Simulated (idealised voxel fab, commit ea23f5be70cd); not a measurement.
A process module follows: voxel ribs on slabs.
It is cross-section cut that appears here, measuring 155 nm in width, its square cells being 5 nm in size.
Format of a cross-section: grid, square cells. Given as bands. Order: top down. Band: one or more rows of cells.
A band entry consists of two parts. The first gives the height of the band's top and the height of its bottom, in nm. The rest lists the band's materials from left to right, each with its width in nm. A single material labelled with the word "everywhere" fills the band from edge to edge, and the word "air" marks empty space.
The reference from which all heights are counted is 0, the level beneath which the as-received wafer is entirely one material; the lowest band, having no lower bound, proceeds downward and is written after the example "0 -> down".
A width given as "30->40" starts at the first number in the band's top row and ends at the second number in its bottom row, shifting by an equal amount at every step from row to row.
Reading "nothing was modified" for a step: not a cell of the cross-section changed in it.
What "Closed-off voids" gives you is every empty space of 8 cells or more that is cut off from the top. Each appears as width x height at distance, with the distance taken from the left edge and width, height and distance all in nm.
Step line, after settings: the simulator's comment on this step.
overlay nm: how far to the right of its planned place the mask lay on this masked step (negative: to the left).
The following list gives the planned process steps:
- 1: op RECEIVE | material Si
- 2: op DIRECTIONAL_DEP | material SiO2 | thk nm 20
- 3: op DIRECTIONAL_DEP | material SiN | thk nm 20
- 4: op PATTERN | tone cover | mask id RIB | material resist | width nm 15 | thk nm 15 | overlay nm 0
- 5: op DIRECTIONAL_ETCH | etch materials SiN | depth nm 10
- 6: op STRIP | etch materials resist
- 7: op MASKED_ETCH | tone cover | mask id SLAB | width nm 75 | etch materials SiN | depth nm 10 | overlay nm 0
- 8: op FILL_DEP | material SiO2 | thk nm 25
- 9: op CMP | height nm 60
- 10: op DIRECTIONAL_DEP | material TiN | thk nm 5
- 11: op PATTERN | tone cover | mask id HEATER | material resist | width nm 25 | thk nm 20 | overlay nm 0
- 12: op DIRECTIONAL_ETCH | etch materials TiN | depth nm 5
- 13: op STRIP | etch materials resist
- 14: op CONFORMAL_DEP | material SiN | thk nm 10
Among the wafers covered here, the point of difference is the width nm at step 4; their starting state is shared, and the plan presents the value of the first wafer.
First of several wafers, received after step 1, in cross-section:
0 -> down: Si everywhere
Closed-off voids: none
The rows of the table below are wafers. Looking at the end of the module, a row counts, for every material, the cells the wafer has gained, shown as (+), or lost, shown as (-), since it was received; its closed voids come next:
width nm 15, +102 SiN, +336 SiO2, +5 TiN, Closed-off voids: none
width nm 20, +104 SiN, +334 SiO2, +5 TiN, Closed-off voids: none
width nm 25, +106 SiN, +332 SiO2, +5 TiN, Closed-off voids: none
width nm 30, +108 SiN, +330 SiO2, +5 TiN, Closed-off voids: none
